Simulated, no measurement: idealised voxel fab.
The name of this process module is voxel fin reveal.
The figure presents cross-section cut, which has a width of 160 nm and is divided into square cells with an edge length of 5 nm.
Throughout this document, each cross-section is represented as a grid of square cells and is presented as a sequence of bands enumerated from the top downward, where a band comprises one or more rows of cells.
Quick guide to a band line: top height, bottom height (nm) up front; then every material left to right with its width in nm. Only one material and it's marked "everywhere"? Then it fills the band edge to edge. And "empty" just means empty space.
The level at which height equals 0 is the one under which the wafer, as it arrives, is entirely one material. No lower edge exists for the bottom band, which continues downward and is notated as in "0..down".
Width spec "30->40" -> top row of cells at first value, bottom row at second value, equal per-row change in between.
Reading "remains unaltered" for a step: not a cell of the cross-section changed in it.
"Sealed void listing": empty spaces of 8 cells or more with no open way to the top, each given as width x height at distance, distance from the left edge, all in nm.
On each step's line, the part that comes after the settings is the simulator's own comment on the step.
The setting "overlay nm" may be written on the line of a step. When the step uses a mask, the value reports how far to the right of the planned place the mask lay, and a negative value reports that it lay to the left.
The process steps that were planned are listed below:
1) RECEIVE,material Si
2) CONFORMAL_DEP,material SiN,thk nm 10
3) PATTERN,tone cover,mask id FINS,material resist,width nm 15,pitch nm 40,thk nm 20,overlay nm 0
4) DIRECTIONAL_ETCH,etch materials SiN,depth nm 10
5) DIRECTIONAL_ETCH,etch materials Si,depth nm 30
6) STRIP,etch materials resist
7) OXIDIZE,depth nm 5
8) FILL_DEP,material SiO2,thk nm 5
9) CMP,height nm 10
10) SELECTIVE_ETCH,etch materials SiO2,depth nm 25
11) STRIP,etch materials SiN
12) CONFORMAL_DEP,material HfO2,thk nm 5
So, the first of our two wafers, run just as we planned it:
So this is the incoming wafer in cross-section - it's already been through step 1:
- 0..down: Si everywhere
- Sealed void listing: none
Once step 2 is through, the wafer looks like this in cross-section:
- 10..0: SiN everywhere
- Unchanged below 0.
Once step 3 is through, the wafer looks like this in cross-section:
- 30..10: empty: 30, then resist: 15, then empty: 25, then resist: 15, then empty: 25, then resist: 15, then empty: 35
- Unchanged below 10.
Once step 4 is through, the wafer looks like this in cross-section:
- 30..10: empty: 30, then resist: 15, then empty: 25, then resist: 15, then empty: 25, then resist: 15, then empty: 35
- 10..0: empty: 30, then SiN: 15, then empty: 25, then SiN: 15, then empty: 25, then SiN: 15, then empty: 35
- Unchanged below 0.
Once step 5 is through, the wafer looks like this in cross-section:
- 30..10: empty: 30, then resist: 15, then empty: 25, then resist: 15, then empty: 25, then resist: 15, then empty: 35
- 10..0: empty: 30, then SiN: 15, then empty: 25, then SiN: 15, then empty: 25, then SiN: 15, then empty: 35
- 0..-30: empty: 30, then Si: 15, then empty: 25, then Si: 15, then empty: 25, then Si: 15, then empty: 35
- Unchanged below -30.
Once step 6 is through, the wafer looks like this in cross-section:
- 10..0: empty: 30, then SiN: 15, then empty: 25, then SiN: 15, then empty: 25, then SiN: 15, then empty: 35
- Unchanged below 0.
Once step 7 is through, the wafer looks like this in cross-section:
- 10..0: empty: 30, then SiN: 15, then empty: 25, then SiN: 15, then empty: 25, then SiN: 15, then empty: 35
- 0..-30: empty: 30, then SiO2: 5, then Si: 5, then SiO2: 5, then empty: 25, then SiO2: 5, then Si: 5, then SiO2: 5, then empty: 25, then SiO2: 5, then Si: 5, then SiO2: 5, then empty: 35
- -30..-35: SiO2: 35, then Si: 5, then SiO2: 35, then Si: 5, then SiO2: 35, then Si: 5, then SiO2: 40
- Unchanged below -35.
Once step 8 is through, the wafer looks like this in cross-section:
- 15..10: SiO2 everywhere
- 10..0: SiO2: 30, then SiN: 15, then SiO2: 25, then SiN: 15, then SiO2: 25, then SiN: 15, then SiO2: 35
- 0..-35: SiO2: 35, then Si: 5, then SiO2: 35, then Si: 5, then SiO2: 35, then Si: 5, then SiO2: 40
- Unchanged below -35.
Once step 9 is through, the wafer looks like this in cross-section:
- 10..0: SiO2: 30, then SiN: 15, then SiO2: 25, then SiN: 15, then SiO2: 25, then SiN: 15, then SiO2: 35
- Unchanged below 0.
Once step 10 is through, the wafer looks like this in cross-section:
- 10..0: empty: 30, then SiN: 15, then empty: 25, then SiN: 15, then empty: 25, then SiN: 15, then empty: 35
- 0..-15: empty: 35, then Si: 5, then empty: 35, then Si: 5, then empty: 35, then Si: 5, then empty: 40
- Unchanged below -15.
Once step 11 is through, the wafer looks like this in cross-section:
- 0..-15: empty: 35, then Si: 5, then empty: 35, then Si: 5, then empty: 35, then Si: 5, then empty: 40
- Unchanged below -15.
Once step 12 is through, the wafer looks like this in cross-section:
- 5..0: empty: 30, then HfO2: 15, then empty: 25, then HfO2: 15, then empty: 25, then HfO2: 15, then empty: 35
- 0..-10: empty: 30, then HfO2: 5, then Si: 5, then HfO2: 5, then empty: 25, then HfO2: 5, then Si: 5, then HfO2: 5, then empty: 25, then HfO2: 5, then Si: 5, then HfO2: 5, then empty: 35
- -10..-15: HfO2: 35, then Si: 5, then HfO2: 35, then Si: 5, then HfO2: 35, then Si: 5, then HfO2: 40
- Unchanged below -15.
Second wafer, same starting conditions and recipe as the first, one mistake in executing it, nothing differs from the first up to and including step 9:
Second wafer at the planned finish of step 10, seen in cross-section:
- 10..0: empty: 30, then SiN: 15, then empty: 25, then SiN: 15, then empty: 25, then SiN: 15, then empty: 35
- 0..-35: empty: 35, then Si: 5, then empty: 35, then Si: 5, then empty: 35, then Si: 5, then empty: 40
- Unchanged below -35.
Second wafer at the planned finish of step 11, seen in cross-section:
- 0..-35: empty: 35, then Si: 5, then empty: 35, then Si: 5, then empty: 35, then Si: 5, then empty: 40
- Unchanged below -35.
Second wafer at the planned finish of step 12, seen in cross-section:
- 5..0: empty: 30, then HfO2: 15, then empty: 25, then HfO2: 15, then empty: 25, then HfO2: 15, then empty: 35
- 0..-30: empty: 30, then HfO2: 5, then Si: 5, then HfO2: 5, then empty: 25, then HfO2: 5, then Si: 5, then HfO2: 5, then empty: 25, then HfO2: 5, then Si: 5, then HfO2: 5, then empty: 35
- -30..-35: HfO2: 35, then Si: 5, then HfO2: 35, then Si: 5, then HfO2: 35, then Si: 5, then HfO2: 40
- Unchanged below -35.
Processing error: step 10 was run twice
Bottom line after processing is that, in cells, the second wafer is up or down on some materials versus the first: 24 more of HfO2 | 116 fewer of SiO2
